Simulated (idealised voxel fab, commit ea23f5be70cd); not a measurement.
Proc. module: voxel capacitor over wiring
It is cross-section cut that appears here, measuring 145 nm in width, its square cells being 5 nm in size.
We lay out every cross-section as a grid of square cells and spell it out in bands from the top down, where one band means one or more rows of cells. Band: top height; bottom height; in nm. Then, left to right: material with width in nm, for each material. "everywhere": a single material spanning edge to edge. "air": empty space. Convention: height 0 is the level below which the wafer, as received, is all one material. The lowest band does not terminate at the bottom but continues downward, represented as "from 0 down". Width: "30..40" (first number = top row, second number = bottom row, same change from row to row of cells). Take "everything unchanged" at face value: in the step it is given for, the cross-section changed in none of its cells. Heads up: "Tabulated closed voids" only lists the empty pockets with no open path to the top that are 8 cells or more, and it writes them as width x height at distance, distance from the left edge, in nm. Anything after a step's settings on that line? It's the simulator's own note about the step. "overlay nm" answers the question of how far to the right of plan the mask lay on a step that has a mask, and when it is negative the answer is to the left.
-- Below is the list of planned process steps
1) RECEIVE,material Si
2) CONFORMAL_DEP,material SiO2,thk nm 10
3) CONFORMAL_DEP,material SiN,thk nm 5
4) DIRECTIONAL_DEP,material SiO2,thk nm 15
5) MASKED_ETCH,tone open,mask id METAL_1,width nm 20,pitch nm 85,etch materials SiO2,depth nm 15,overlay nm 0
6) MASKED_ETCH,tone open,mask id METAL_1,width nm 20,pitch nm 85,etch materials SiN,depth nm 5,overlay nm 0
7) CONFORMAL_DEP,material TiN,thk nm 5
8) FILL_DEP,material W,thk nm 10
9) CMP,height nm 30
10) CONFORMAL_DEP,material SiCN,thk nm 5
11) DIRECTIONAL_DEP,material SiO2,thk nm 20
12) DIRECTIONAL_DEP,material aC,thk nm 10
13) PATTERN,tone open,mask id PLUG_1,material resist,width nm 15,thk nm 25,overlay nm 0
14) DIRECTIONAL_ETCH,etch materials aC,depth nm 10
15) STRIP,etch materials resist
16) DIRECTIONAL_ETCH,etch materials SiO2,depth nm 20
17) DIRECTIONAL_ETCH,etch materials SiCN,depth nm 5
18) STRIP,etch materials aC
19) EPI,material Ru,thk nm 10
20) EPI,material Ru,thk nm 10
21) EPI,material Ru,thk nm 5
22) DIRECTIONAL_DEP,material TiN,thk nm 5
23) DIRECTIONAL_DEP,material SiN,thk nm 5
24) DIRECTIONAL_DEP,material TiN,thk nm 10
25) MASKED_ETCH,tone cover,mask id UPPER_PLATE,width nm 70,etch materials TiN,depth nm 10,overlay nm 0
26) MASKED_ETCH,tone cover,mask id UPPER_PLATE,width nm 70,etch materials SiN,depth nm 5,overlay nm 0
27) DIRECTIONAL_DEP,material aC,thk nm 15
28) PATTERN,tone cover,mask id LOWER_PLATE,material resist,width nm 80,thk nm 35,overlay nm 0
29) DIRECTIONAL_ETCH,etch materials aC,depth nm 15
30) STRIP,etch materials resist
31) DIRECTIONAL_ETCH,etch materials TiN,depth nm 5
32) STRIP,etch materials aC
33) FILL_DEP,material SiO2,thk nm 15
34) CMP,height nm 85
35) MASKED_ETCH,tone open,mask id PLUG_2,width nm 15,etch materials SiO2,depth nm 10,overlay nm 0
36) CONFORMAL_DEP,material TiN,thk nm 5
37) FILL_DEP,material Cu,thk nm 5
38) CMP,height nm 85
39) CONFORMAL_DEP,material SiCN,thk nm 5
-- Wafer as received: cross-section following step 1
* from 0 down  Si everywhere
* Tabulated closed voids: none
-- Sectioned view, first of two wafers, at the close of the module, processed as intended in the plan
* from 90 to 85  SiCN everywhere
* from 85 to 80  35 nm SiO2 / 5 nm TiN / 5 nm Cu / 5 nm TiN / 95 nm SiO2
* from 80 to 75  35 nm SiO2 / 15 nm TiN / 95 nm SiO2
* from 75 to 65  25 nm SiO2 / 70 nm TiN / 50 nm SiO2
* from 65 to 60  25 nm SiO2 / 70 nm SiN / 50 nm SiO2
* from 60 to 55  20 nm SiO2 / 80 nm TiN / 45 nm SiO2
* from 55 to 35  25 nm SiO2 / 15 nm Ru / 105 nm SiO2
* from 35 to 30  25 nm SiCN / 15 nm Ru / 105 nm SiCN
* from 30 to 15  20 nm SiO2 / 5 nm TiN / 10 nm W / 5 nm TiN / 65 nm SiO2 / 5 nm TiN / 10 nm W / 5 nm TiN / 20 nm SiO2
* from 15 to 10  20 nm SiN / 20 nm TiN / 65 nm SiN / 20 nm TiN / 20 nm SiN
* from 10 to 0  SiO2 everywhere
* from 0 down  Si everywhere
* Tabulated closed voids: none
-- second wafer at the end: like start, like plan, one mistake
* from 90 to 85  SiCN everywhere
* from 85 to 75  25 nm SiO2 / 25 nm TiN / 95 nm SiO2
* from 75 to 70  25 nm SiO2 / 25 nm SiN / 45 nm TiN / 50 nm SiO2
* from 70 to 65  20 nm SiO2 / 75 nm TiN / 50 nm SiO2
* from 65 to 60  15 nm SiO2 / 35 nm Ru / 45 nm SiN / 50 nm SiO2
* from 60 to 55  15 nm SiO2 / 35 nm Ru / 50 nm TiN / 45 nm SiO2
* from 55 to 35  25 nm SiO2 / 15 nm Ru / 105 nm SiO2
* from 35 to 30  25 nm SiCN / 15 nm Ru / 105 nm SiCN
* from 30 to 15  20 nm SiO2 / 5 nm TiN / 10 nm W / 5 nm TiN / 65 nm SiO2 / 5 nm TiN / 10 nm W / 5 nm TiN / 20 nm SiO2
* from 15 to 10  20 nm SiN / 20 nm TiN / 65 nm SiN / 20 nm TiN / 20 nm SiN
* from 10 to 0  SiO2 everywhere
* from 0 down  Si everywhere
* Tabulated closed voids: none
Deviation from plan: one of the matching steps 19 and 20 was carried out twice, and there is no way to identify which
Counted in cells at the end, the second wafer holds more or fewer of these materials than the first: -1 Cu | +14 Ru | -8 SiO2 | -5 TiN
